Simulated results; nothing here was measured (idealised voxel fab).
Proc. module: voxel self aligned vias
Section shown: cut. Width: 300 nm. Cell size: 5 nm, square.
When this document writes out a cross-section, it uses a grid of square cells and lists it as bands, beginning at the top and moving down, with a band standing for one or more rows of cells.
Heights first: top, then bottom, in nm. Then materials, left to right, each with a width in nm. "full width" on a single material: fills the band edge to edge. "blank": empty space.
All heights in this document are referenced to 0, defined as the level beneath which the wafer, as received, consists entirely of one material. The lowest band is not bounded below; it extends indefinitely downward and is written in the form "from 0 down".
With a width like "30..40", each row of cells in the band differs from the next by the same amount, the top row carrying the first number and the bottom row the second.
When a step is marked "nothing was modified", none of the cells in the cross-section changed during that step.
Closed empty spaces (no open way to the top) of 8 cells or more are what "Completely sealed voids" lists, each as width x height at distance from the left edge, nm for all three.
Past the settings on a step's line: simulator remark, on that step.
"overlay nm" answers the question of how far to the right of plan the mask lay on a step that has a mask, and when it is negative the answer is to the left.

The process steps that were planned are listed below
1) op RECEIVE | material Si
2) op CONFORMAL_DEP | material SiO2 | thk nm 10
3) op CONFORMAL_DEP | material SiCN | thk nm 5
4) op DIRECTIONAL_DEP | material lowk | thk nm 20
5) op DIRECTIONAL_DEP | material aC | thk nm 10
6) op PATTERN | tone open | mask id LINES | material resist | width nm 20 | pitch nm 70 | thk nm 30 | overlay nm 0
7) op DIRECTIONAL_ETCH | etch materials aC | depth nm 10
8) op STRIP | etch materials resist
9) op DIRECTIONAL_ETCH | etch materials lowk | depth nm 20
10) op STRIP | etch materials aC
11) op CONFORMAL_DEP | material TiN | thk nm 5
12) op FILL_DEP | material W | thk nm 10
13) op CMP | height nm 35
14) op SELECTIVE_ETCH | etch materials W Ru TiN | depth nm 5
15) op FILL_DEP | material SiN | thk nm 5
16) op CMP | height nm 25
17) op DIRECTIONAL_DEP | material lowk | thk nm 20
18) op PATTERN | tone open | mask id VIAS | material resist | width nm 40 | thk nm 20 | overlay nm 0
19) op DIRECTIONAL_ETCH | etch materials lowk | depth nm 20
20) op DIRECTIONAL_ETCH | etch materials SiN | depth nm 5
21) op STRIP | etch materials resist
22) op CONFORMAL_DEP | material TiN | thk nm 5
23) op FILL_DEP | material W | thk nm 10
24) op CMP | height nm 55
25) op CONFORMAL_DEP | material SiN | thk nm 5
The plan's step 16 height nm is the first wafer's value; the wafers differ in this setting and start identical.

The first of several wafers in cross-section, exactly as it reached us after step 1
    from 0 down  Si full width
    Completely sealed voids: none

Module end state after final step 25: cross-section of the first of several wafers
    from 60 to 55  SiN full width
    from 55 to 50  W full width
    from 50 to 45  TiN (100) / W (30) / TiN (170)
    from 45 to 30  lowk (95) / TiN (5) / W (30) / TiN (5) / lowk (165)
    from 30 to 25  lowk (95) / TiN (40) / lowk (165)
    from 25 to 20  lowk (105) / TiN (5) / W (10) / TiN (5) / lowk (50) / TiN (5) / W (10) / TiN (5) / lowk (105)
    from 20 to 15  lowk (105) / TiN (20) / lowk (50) / TiN (20) / lowk (105)
    from 15 to 10  SiCN full width
    from 10 to 0  SiO2 full width
    from 0 down  Si full width
    Completely sealed voids: none

Last wafer x-sec, end of module
    from 60 to 55  SiN full width
    from 55 to 40  lowk (95) / TiN (5) / W (30) / TiN (5) / lowk (165)
    from 40 to 35  SiN (95) / TiN (40) / SiN (165)
    from 35 to 30  lowk (105) / SiN (20) / lowk (50) / SiN (20) / lowk (105)
    from 30 to 20  lowk (105) / TiN (5) / W (10) / TiN (5) / lowk (50) / TiN (5) / W (10) / TiN (5) / lowk (105)
    from 20 to 15  lowk (105) / TiN (20) / lowk (50) / TiN (20) / lowk (105)
    from 15 to 10  SiCN full width
    from 10 to 0  SiO2 full width
    from 0 down  Si full width
    Completely sealed voids: none

Below, a row for every wafer. Read it as the end-of-module picture: for each material the wafer shows its cells gained (+) or lost (-) since it was received, and then its closed voids
height nm 25; +60 SiCN; +60 SiN; +120 SiO2; +80 TiN; +88 W; +312 lowk; Completely sealed voids: none
height nm 30; +60 SiCN; +60 SiN; +120 SiO2; +84 TiN; +32 W; +364 lowk; Completely sealed voids: none
height nm 35; +60 SiCN; +64 SiN; +120 SiO2; +32 TiN; +28 W; +416 lowk; Completely sealed voids: none
height nm 40; +60 SiCN; +120 SiN; +120 SiO2; +30 TiN; +26 W; +364 lowk; Completely sealed voids: none
